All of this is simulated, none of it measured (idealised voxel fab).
You're looking at the process module voxel trench capacitor.
The figure presents cross-section cut, which has a width of 270 nm and is divided into square cells with an edge length of 5 nm.
Bands, listed from the top down, are how a cross-section gets written in this document; the cross-section itself is a grid of square cells, and a band is one or more rows of them.
First you get the band's top height and its bottom height, in nm, and then the materials it's made of, left to right, with each width in nm. If you see a single material with "all across", that one covers the band edge to edge. "empty" is empty space.
Heights from 0 (as-received wafer is one material below). Bottom band endless downward, as "0..down".
It should be noted that a width expressed as "30 to 40" varies in equal increments from row to row of cells within the band, taking the value of the first number at the top row and that of the second number at the bottom row.
Given "nothing got changed" for a step, no cell of the cross-section differs between before and after that step.
"Completely sealed voids" - sealed voids, min. 8 cells, no opening to top; format: width x height at distance (distance from left edge; nm throughout).
If you see something after the settings on a step's line, that's the simulator's own remark about that step.
"overlay nm" denotes, for a step that has a mask, the displacement of the mask to the right of its planned place, with negative values corresponding to the left.
Process steps (planned):
1 RECEIVE (material Si)
2 CONFORMAL_DEP (material SiN; thk nm 5)
3 MASKED_ETCH (tone open; mask id TRENCH; width nm 15; pitch nm 40; etch materials SiN; depth nm 5; overlay nm 0)
4 MASKED_ETCH (tone open; mask id TRENCH; width nm 15; pitch nm 40; etch materials Si; depth nm 30; overlay nm 0)
5 CONFORMAL_DEP (material Al2O3; thk nm 5)
6 FILL_DEP (material polySi; thk nm 10)
7 CMP (height nm 5)
The first wafer of two, processed as planned:
Received-state cross-section, reflecting completion of step 1:
* 0..down = Si all across
* Completely sealed voids: none
The wafer in cross-section once step 2 is complete:
* 5..0 = SiN all across
* Note: structure below 0 unchanged.
The wafer in cross-section once step 3 is complete:
* 5..0 = 85 SiN, 15 empty, 25 SiN, 15 empty, 25 SiN, 15 empty, 90 SiN
* Note: structure below 0 unchanged.
The wafer in cross-section once step 4 is complete:
* 5..0 = 85 SiN, 15 empty, 25 SiN, 15 empty, 25 SiN, 15 empty, 90 SiN
* 0..-30 = 85 Si, 15 empty, 25 Si, 15 empty, 25 Si, 15 empty, 90 Si
* Note: structure below -30 unchanged.
The wafer in cross-section once step 5 is complete:
* 10..5 = 90 Al2O3, 5 empty, 35 Al2O3, 5 empty, 35 Al2O3, 5 empty, 95 Al2O3
* 5..0 = 85 SiN, 5 Al2O3, 5 empty, 5 Al2O3, 25 SiN, 5 Al2O3, 5 empty, 5 Al2O3, 25 SiN, 5 Al2O3, 5 empty, 5 Al2O3, 90 SiN
* 0..-25 = 85 Si, 5 Al2O3, 5 empty, 5 Al2O3, 25 Si, 5 Al2O3, 5 empty, 5 Al2O3, 25 Si, 5 Al2O3, 5 empty, 5 Al2O3, 90 Si
* -25..-30 = 85 Si, 15 Al2O3, 25 Si, 15 Al2O3, 25 Si, 15 Al2O3, 90 Si
* Note: structure below -30 unchanged.
The wafer in cross-section once step 6 is complete:
* 20..10 = polySi all across
* 10..5 = 90 Al2O3, 5 polySi, 35 Al2O3, 5 polySi, 35 Al2O3, 5 polySi, 95 Al2O3
* 5..0 = 85 SiN, 5 Al2O3, 5 polySi, 5 Al2O3, 25 SiN, 5 Al2O3, 5 polySi, 5 Al2O3, 25 SiN, 5 Al2O3, 5 polySi, 5 Al2O3, 90 SiN
* 0..-25 = 85 Si, 5 Al2O3, 5 polySi, 5 Al2O3, 25 Si, 5 Al2O3, 5 polySi, 5 Al2O3, 25 Si, 5 Al2O3, 5 polySi, 5 Al2O3, 90 Si
* Note: structure below -25 unchanged.
The wafer in cross-section once step 7 is complete:
* 5..0 = 85 SiN, 5 Al2O3, 5 polySi, 5 Al2O3, 25 SiN, 5 Al2O3, 5 polySi, 5 Al2O3, 25 SiN, 5 Al2O3, 5 polySi, 5 Al2O3, 90 SiN
* Note: structure below 0 unchanged.
Companion wafer, the second of two: same beginning, same intended sequence, one mistake in carrying it out; through step 3 inclusive it tracks the first exactly:
The second wafer in cross-section, at the planned close of step 4:
* 5..0 = 85 SiN, 15 empty, 25 SiN, 15 empty, 25 SiN, 15 empty, 90 SiN
* 0..-60 = 85 Si, 15 empty, 25 Si, 15 empty, 25 Si, 15 empty, 90 Si
* Note: structure below -60 unchanged.
The second wafer in cross-section, at the planned close of step 5:
* 10..5 = 90 Al2O3, 5 empty, 35 Al2O3, 5 empty, 35 Al2O3, 5 empty, 95 Al2O3
* 5..0 = 85 SiN, 5 Al2O3, 5 empty, 5 Al2O3, 25 SiN, 5 Al2O3, 5 empty, 5 Al2O3, 25 SiN, 5 Al2O3, 5 empty, 5 Al2O3, 90 SiN
* 0..-55 = 85 Si, 5 Al2O3, 5 empty, 5 Al2O3, 25 Si, 5 Al2O3, 5 empty, 5 Al2O3, 25 Si, 5 Al2O3, 5 empty, 5 Al2O3, 90 Si
* -55..-60 = 85 Si, 15 Al2O3, 25 Si, 15 Al2O3, 25 Si, 15 Al2O3, 90 Si
* Note: structure below -60 unchanged.
The second wafer in cross-section, at the planned close of step 6:
* 20..10 = polySi all across
* 10..5 = 90 Al2O3, 5 polySi, 35 Al2O3, 5 polySi, 35 Al2O3, 5 polySi, 95 Al2O3
* 5..0 = 85 SiN, 5 Al2O3, 5 polySi, 5 Al2O3, 25 SiN, 5 Al2O3, 5 polySi, 5 Al2O3, 25 SiN, 5 Al2O3, 5 polySi, 5 Al2O3, 90 SiN
* 0..-55 = 85 Si, 5 Al2O3, 5 polySi, 5 Al2O3, 25 Si, 5 Al2O3, 5 polySi, 5 Al2O3, 25 Si, 5 Al2O3, 5 polySi, 5 Al2O3, 90 Si
* Note: structure below -55 unchanged.
The second wafer in cross-section, at the planned close of step 7:
* 5..0 = 85 SiN, 5 Al2O3, 5 polySi, 5 Al2O3, 25 SiN, 5 Al2O3, 5 polySi, 5 Al2O3, 25 SiN, 5 Al2O3, 5 polySi, 5 Al2O3, 90 SiN
* Note: structure below 0 unchanged.
What was the processing mistake? step 4 of the plan was twice carried out
Per the end-of-run cell counts, the second wafer holds more or fewer of some materials than the first: +36 Al2O3 | -54 Si | +18 polySi
